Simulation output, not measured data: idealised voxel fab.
voxel self aligned vias: a process module
Square cells of 5 nm make up the cross-section cut, whose width is 190 nm.
Reading order for cross-sections: top band down to bottom band. Underlying form: a grid of square cells. Band size: one or more rows of cells.
Band: top height; bottom height; in nm. Then, left to right: material with width in nm, for each material. "edge to edge": a single material spanning edge to edge. "blank": empty space.
A quick word on heights: they are counted from 0, and under that level the wafer as it came to us is one material throughout. The lowest band is different from the rest in having no bottom; it simply continues downward, written as in "0 -> down".
A width such as "30..40" changes by the same amount from each row of cells to the next, from the band's top row to its bottom row.
Key: "changes: none" - step with no changed cell in the cross-section.
You'll see "Sealed internal cavities" listing empty spaces that have no way open to the top, as long as they're 8 cells or more; the notation is width x height at distance, where the distance is from the left edge, and all of it is in nm.
Past the settings on a step's line: simulator remark, on that step.
Each step line may optionally specify "overlay nm", which for a step with a mask gives the rightward distance between the mask's planned place and where it lay, a negative value indicating the leftward direction.

# The following list gives the planned process steps
1) RECEIVE, material Si
2) CONFORMAL_DEP, material SiO2, thk nm 10
3) CONFORMAL_DEP, material SiCN, thk nm 5
4) DIRECTIONAL_DEP, material SiO2, thk nm 25
5) PATTERN, tone open, mask id LINES, material resist, width nm 25, pitch nm 70, thk nm 15, overlay nm 0
6) DIRECTIONAL_ETCH, etch materials SiO2, depth nm 25
7) STRIP, etch materials resist
8) CONFORMAL_DEP, material TiN, thk nm 5
9) FILL_DEP, material W, thk nm 10
10) CMP, height nm 40
11) SELECTIVE_ETCH, etch materials W Ru TiN, depth nm 5
12) FILL_DEP, material SiN, thk nm 5
13) CMP, height nm 40
14) DIRECTIONAL_DEP, material SiO2, thk nm 20
15) MASKED_ETCH, tone open, mask id VIAS, width nm 35, etch materials SiO2, depth nm 20, overlay nm 0
16) MASKED_ETCH, tone open, mask id VIAS, width nm 45, etch materials SiN, depth nm 5, overlay nm 0
17) CONFORMAL_DEP, material TiN, thk nm 5
18) FILL_DEP, material Ru, thk nm 5
19) CMP, height nm 60
20) CONFORMAL_DEP, material SiCN, thk nm 5
What sets these wafers apart? The width nm at step 15. They all start alike, and the plan carries the first wafer's value.

# After step 1, as received: first of several wafers, cross-section
    0 -> down  Si edge to edge
    Sealed internal cavities: none

# Below: a row per wafer. Contents at end of module: for every material, cells gained since receipt (+) or lost since receipt (-); then closed voids
width nm 35, +18 Ru, +76 SiCN, +5 SiN, +340 SiO2, +37 TiN, +18 W, Sealed internal cavities: none
width nm 40, +21 Ru, +76 SiCN, +5 SiN, +336 SiO2, +38 TiN, +18 W, Sealed internal cavities: none
width nm 45, +24 Ru, +76 SiCN, +5 SiN, +332 SiO2, +39 TiN, +18 W, Sealed internal cavities: none
width nm 50, +27 Ru, +76 SiCN, +5 SiN, +328 SiO2, +40 TiN, +18 W, Sealed internal cavities: none
width nm 55, +30 Ru, +76 SiCN, +5 SiN, +324 SiO2, +41 TiN, +18 W, Sealed internal cavities: none
width nm 60, +33 Ru, +76 SiCN, +5 SiN, +320 SiO2, +42 TiN, +18 W, Sealed internal cavities: none
